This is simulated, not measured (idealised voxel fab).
The name of this process module is voxel capacitor over wiring.
It is cross-section cut that appears here, measuring 220 nm in width, its square cells being 5 nm in size.
Think of the cross-section as a grid of square cells. We describe it in bands, top to bottom, and each band covers one or more rows of those cells.
The band entry comprises the height of the band's top followed by the height of its bottom, expressed in nm, and subsequently the band's materials from left to right, each stated together with its width in nm. Where a single material is marked with the word "edge to edge", that material fills the band from edge to edge. The word "empty" represents empty space.
Below 0: as-received wafer, all one material; heights counted from there. Lowest band: no bottom, goes on down, written "0 down".
A two-number width, for instance "30..40", indicates that the width is equal to the first number in the top row of the band and to the second number in the bottom row, and that it changes by a constant amount per row of cells.
"nothing different" after a step means that no cell of the cross-section changed.
Voids not open to the top, 8 cells minimum: see "Listed closed voids". Written width x height at distance; distance is from the left edge; nm.
Where a step's line continues beyond its settings, the continuation is a remark by the simulator itself on that step.
On any step carrying a mask, the "overlay nm" setting, if present on the step's line, tells how far right of its planned place the mask lay; negative values point to the left.
### Steps planned for the process
1) op RECEIVE | material Si
2) op CONFORMAL_DEP | material SiO2 | thk nm 10
3) op CONFORMAL_DEP | material SiCN | thk nm 5
4) op DIRECTIONAL_DEP | material SiO2 | thk nm 25
5) op MASKED_ETCH | tone open | mask id METAL_1 | width nm 30 | pitch nm 85 | etch materials SiO2 | depth nm 25 | overlay nm 0
6) op MASKED_ETCH | tone open | mask id METAL_1 | width nm 30 | pitch nm 85 | etch materials SiCN | depth nm 5 | overlay nm 0
7) op CONFORMAL_DEP | material TiN | thk nm 5
8) op FILL_DEP | material Ru | thk nm 10
9) op CMP | height nm 40
10) op CONFORMAL_DEP | material SiCN | thk nm 5
11) op DIRECTIONAL_DEP | material SiO2 | thk nm 15
12) op DIRECTIONAL_DEP | material aC | thk nm 10
13) op PATTERN | tone open | mask id PLUG_1 | material resist | width nm 15 | thk nm 30 | overlay nm 0
14) op DIRECTIONAL_ETCH | etch materials aC | depth nm 10
15) op STRIP | etch materials resist
16) op DIRECTIONAL_ETCH | etch materials SiO2 | depth nm 15
17) op DIRECTIONAL_ETCH | etch materials SiCN | depth nm 5
18) op STRIP | etch materials aC
19) op CONFORMAL_DEP | material TiN | thk nm 5
20) op FILL_DEP | material Ru | thk nm 10
21) op CMP | height nm 60
22) op DIRECTIONAL_DEP | material TiN | thk nm 10
23) op DIRECTIONAL_DEP | material HfO2 | thk nm 5
24) op DIRECTIONAL_DEP | material TiN | thk nm 10
25) op DIRECTIONAL_DEP | material aC | thk nm 10
26) op PATTERN | tone cover | mask id UPPER_PLATE | material resist | width nm 60 | thk nm 25 | overlay nm 0
27) op DIRECTIONAL_ETCH | etch materials aC | depth nm 10
28) op STRIP | etch materials resist
29) op DIRECTIONAL_ETCH | etch materials TiN | depth nm 10
30) op DIRECTIONAL_ETCH | etch materials HfO2 | depth nm 5
31) op STRIP | etch materials aC
32) op DIRECTIONAL_DEP | material aC | thk nm 15
33) op PATTERN | tone cover | mask id LOWER_PLATE | material resist | width nm 70 | thk nm 30 | overlay nm 0
34) op DIRECTIONAL_ETCH | etch materials aC | depth nm 15
35) op STRIP | etch materials resist
36) op DIRECTIONAL_ETCH | etch materials TiN | depth nm 10
37) op STRIP | etch materials aC
38) op FILL_DEP | material SiO2 | thk nm 15
39) op CMP | height nm 95
40) op MASKED_ETCH | tone open | mask id PLUG_2 | width nm 15 | etch materials SiO2 | depth nm 10 | overlay nm 0
41) op CONFORMAL_DEP | material TiN | thk nm 5
42) op FILL_DEP | material W | thk nm 10
43) op CMP | height nm 95
44) op CONFORMAL_DEP | material SiN | thk nm 5
### So this is the incoming wafer in cross-section - it's already been through step 1
- 0 down  Si edge to edge
- Listed closed voids: none
### As-planned run: cross-section of the first of two wafers at end of module
- 100 to 95  SiN edge to edge
- 95 to 90  75 of SiO2  5 of TiN  5 of W  5 of TiN  130 of SiO2
- 90 to 85  75 of SiO2  15 of TiN  130 of SiO2
- 85 to 75  65 of SiO2  60 of TiN  95 of SiO2
- 75 to 70  65 of SiO2  60 of HfO2  95 of SiO2
- 70 to 60  60 of SiO2  70 of TiN  90 of SiO2
- 60 to 45  65 of SiO2  5 of TiN  5 of Ru  5 of TiN  140 of SiO2
- 45 to 40  65 of SiCN  15 of TiN  140 of SiCN
- 40 to 15  50 of SiO2  5 of TiN  20 of Ru  5 of TiN  55 of SiO2  5 of TiN  20 of Ru  5 of TiN  55 of SiO2
- 15 to 10  50 of SiCN  30 of TiN  55 of SiCN  30 of TiN  55 of SiCN
- 10 to 0  SiO2 edge to edge
- 0 down  Si edge to edge
- Listed closed voids: none
### What the second wafer looks like in cross-section once the module is done. Its start and its plan matched the first wafer's exactly; what differed was one mistake in how it was run
- 100 to 95  SiN edge to edge
- 95 to 90  75 of SiO2  5 of TiN  5 of W  5 of TiN  130 of SiO2
- 90 to 85  75 of SiO2  15 of TiN  130 of SiO2
- 85 to 75  65 of SiO2  60 of TiN  95 of SiO2
- 75 to 70  65 of SiO2  60 of HfO2  95 of SiO2
- 70 to 60  55 of SiO2  70 of TiN  95 of SiO2
- 60 to 45  65 of SiO2  5 of TiN  5 of Ru  5 of TiN  140 of SiO2
- 45 to 40  65 of SiCN  15 of TiN  140 of SiCN
- 40 to 15  50 of SiO2  5 of TiN  20 of Ru  5 of TiN  55 of SiO2  5 of TiN  20 of Ru  5 of TiN  55 of SiO2
- 15 to 10  50 of SiCN  30 of TiN  55 of SiCN  30 of TiN  55 of SiCN
- 10 to 0  SiO2 edge to edge
- 0 down  Si edge to edge
- Listed closed voids: none
The plan and the run diverged here: so step 33 ended up running with a different setting than we planned, it ran as op PATTERN | tone cover | mask id LOWER_PLATE | material resist | width nm 70 | thk nm 30 | overlay nm -5
By the end, you'd get the same cell count for each material on either wafer, but the second wafer puts them somewhere else.
